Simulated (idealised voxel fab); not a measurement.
process module | voxel trench capacitor
cross-section cut | 175 nm wide | cells 5 nm
A cross-section is a grid of square cells, given in bands from the top down. A band is one or more rows of cells.
Each band's line starts with the height of the band's top and of its bottom, in nm. Then come its materials from left to right, each with its width in nm. One material with "throughout" fills the band from edge to edge. "air" is empty space.
Height 0 is the level under which the wafer as received is all one material. The lowest band goes on downwards, as in "0 down".
A width such as "30 to 40" changes by the same amount from each row of cells to the next, from the band's top row to its bottom row.
"no change" after a step means that no cell of the cross-section changed.
closed voids: empty space of 8 cells or more with no open way to the top, each as width x height at its distance from the left edge, in nm
after a step's settings: what the simulator itself notes on the step
overlay nm, on a step with a mask: how far to the right of its planned place the mask lay; to the left if negative
plan
1 op RECEIVE | material Si
2 op CONFORMAL_DEP | material SiN | thk nm 10
3 op DIRECTIONAL_DEP | material aC | thk nm 15
4 op PATTERN | tone open | mask id TRENCH | material resist | width nm 25 | pitch nm 40 | thk nm 30 | overlay nm 0
5 op DIRECTIONAL_ETCH | etch materials aC | depth nm 15
6 op STRIP | etch materials resist
7 op DIRECTIONAL_ETCH | etch materials SiN | depth nm 10
8 op DIRECTIONAL_ETCH | etch materials Si | depth nm 35
9 op STRIP | etch materials aC
10 op CONFORMAL_DEP | material Al2O3 | thk nm 5
11 op CONFORMAL_DEP | material TiN | thk nm 5
12 op FILL_DEP | material W | thk nm 10
13 op CMP | height nm 10
first wafer, as planned
as received, after step 1
  0 down: Si throughout
  closed voids: none
after step 2
  10 to 0: SiN throughout
  below 0: unchanged
after step 3
  25 to 10: aC throughout
  below 10: unchanged
after step 4
  55 to 25: resist 35 | air 25 | resist 15 | air 25 | resist 15 | air 25 | resist 35
  below 25: unchanged
after step 5
  40 to 25: resist 35 | air 25 | resist 15 | air 25 | resist 15 | air 25 | resist 35
  25 to 10: aC 35 | air 25 | aC 15 | air 25 | aC 15 | air 25 | aC 35
  below 10: unchanged
after step 6
  25 to 10: aC 35 | air 25 | aC 15 | air 25 | aC 15 | air 25 | aC 35
  below 10: unchanged
after step 7
  25 to 10: aC 35 | air 25 | aC 15 | air 25 | aC 15 | air 25 | aC 35
  10 to 0: SiN 35 | air 25 | SiN 15 | air 25 | SiN 15 | air 25 | SiN 35
  below 0: unchanged
after step 8
  25 to 10: aC 35 | air 25 | aC 15 | air 25 | aC 15 | air 25 | aC 35
  10 to 0: SiN 35 | air 25 | SiN 15 | air 25 | SiN 15 | air 25 | SiN 35
  0 to -35: Si 35 | air 25 | Si 15 | air 25 | Si 15 | air 25 | Si 35
  below -35: unchanged
after step 9
  10 to 0: SiN 35 | air 25 | SiN 15 | air 25 | SiN 15 | air 25 | SiN 35
  below 0: unchanged
after step 10
  15 to 10: Al2O3 40 | air 15 | Al2O3 25 | air 15 | Al2O3 25 | air 15 | Al2O3 40
  10 to 0: SiN 35 | Al2O3 5 | air 15 | Al2O3 5 | SiN 15 | Al2O3 5 | air 15 | Al2O3 5 | SiN 15 | Al2O3 5 | air 15 | Al2O3 5 | SiN 35
  0 to -30: Si 35 | Al2O3 5 | air 15 | Al2O3 5 | Si 15 | Al2O3 5 | air 15 | Al2O3 5 | Si 15 | Al2O3 5 | air 15 | Al2O3 5 | Si 35
  -30 to -35: Si 35 | Al2O3 25 | Si 15 | Al2O3 25 | Si 15 | Al2O3 25 | Si 35
  below -35: unchanged
after step 11
  20 to 15: TiN 45 | air 5 | TiN 35 | air 5 | TiN 35 | air 5 | TiN 45
  15 to 10: Al2O3 40 | TiN 5 | air 5 | TiN 5 | Al2O3 25 | TiN 5 | air 5 | TiN 5 | Al2O3 25 | TiN 5 | air 5 | TiN 5 | Al2O3 40
  10 to 0: SiN 35 | Al2O3 5 | TiN 5 | air 5 | TiN 5 | Al2O3 5 | SiN 15 | Al2O3 5 | TiN 5 | air 5 | TiN 5 | Al2O3 5 | SiN 15 | Al2O3 5 | TiN 5 | air 5 | TiN 5 | Al2O3 5 | SiN 35
  0 to -25: Si 35 | Al2O3 5 | TiN 5 | air 5 | TiN 5 | Al2O3 5 | Si 15 | Al2O3 5 | TiN 5 | air 5 | TiN 5 | Al2O3 5 | Si 15 | Al2O3 5 | TiN 5 | air 5 | TiN 5 | Al2O3 5 | Si 35
  -25 to -30: Si 35 | Al2O3 5 | TiN 15 | Al2O3 5 | Si 15 | Al2O3 5 | TiN 15 | Al2O3 5 | Si 15 | Al2O3 5 | TiN 15 | Al2O3 5 | Si 35
  below -30: unchanged
after step 12
  30 to 20: W throughout
  20 to 15: TiN 45 | W 5 | TiN 35 | W 5 | TiN 35 | W 5 | TiN 45
  15 to 10: Al2O3 40 | TiN 5 | W 5 | TiN 5 | Al2O3 25 | TiN 5 | W 5 | TiN 5 | Al2O3 25 | TiN 5 | W 5 | TiN 5 | Al2O3 40
  10 to 0: SiN 35 | Al2O3 5 | TiN 5 | W 5 | TiN 5 | Al2O3 5 | SiN 15 | Al2O3 5 | TiN 5 | W 5 | TiN 5 | Al2O3 5 | SiN 15 | Al2O3 5 | TiN 5 | W 5 | TiN 5 | Al2O3 5 | SiN 35
  0 to -25: Si 35 | Al2O3 5 | TiN 5 | W 5 | TiN 5 | Al2O3 5 | Si 15 | Al2O3 5 | TiN 5 | W 5 | TiN 5 | Al2O3 5 | Si 15 | Al2O3 5 | TiN 5 | W 5 | TiN 5 | Al2O3 5 | Si 35
  below -25: unchanged
after step 13
  10 to 0: SiN 35 | Al2O3 5 | TiN 5 | W 5 | TiN 5 | Al2O3 5 | SiN 15 | Al2O3 5 | TiN 5 | W 5 | TiN 5 | Al2O3 5 | SiN 15 | Al2O3 5 | TiN 5 | W 5 | TiN 5 | Al2O3 5 | SiN 35
  below 0: unchanged
second wafer: like start, like plan, one mistake. Through step 11 it matches the first wafer
when step 12 should have ended
  30 to 20: aC throughout
  20 to 15: TiN 45 | aC 5 | TiN 35 | aC 5 | TiN 35 | aC 5 | TiN 45
  15 to 10: Al2O3 40 | TiN 5 | aC 5 | TiN 5 | Al2O3 25 | TiN 5 | aC 5 | TiN 5 | Al2O3 25 | TiN 5 | aC 5 | TiN 5 | Al2O3 40
  10 to 0: SiN 35 | Al2O3 5 | TiN 5 | aC 5 | TiN 5 | Al2O3 5 | SiN 15 | Al2O3 5 | TiN 5 | aC 5 | TiN 5 | Al2O3 5 | SiN 15 | Al2O3 5 | TiN 5 | aC 5 | TiN 5 | Al2O3 5 | SiN 35
  0 to -25: Si 35 | Al2O3 5 | TiN 5 | aC 5 | TiN 5 | Al2O3 5 | Si 15 | Al2O3 5 | TiN 5 | aC 5 | TiN 5 | Al2O3 5 | Si 15 | Al2O3 5 | TiN 5 | aC 5 | TiN 5 | Al2O3 5 | Si 35
  below -25: unchanged
when step 13 should have ended
  10 to 0: SiN 35 | Al2O3 5 | TiN 5 | aC 5 | TiN 5 | Al2O3 5 | SiN 15 | Al2O3 5 | TiN 5 | aC 5 | TiN 5 | Al2O3 5 | SiN 15 | Al2O3 5 | TiN 5 | aC 5 | TiN 5 | Al2O3 5 | SiN 35
  below 0: unchanged
what went wrong: step 12 ran as: op FILL_DEP | material aC | thk nm 10
at the end the second wafer has, in cells: 21 fewer of W | 21 more of aC
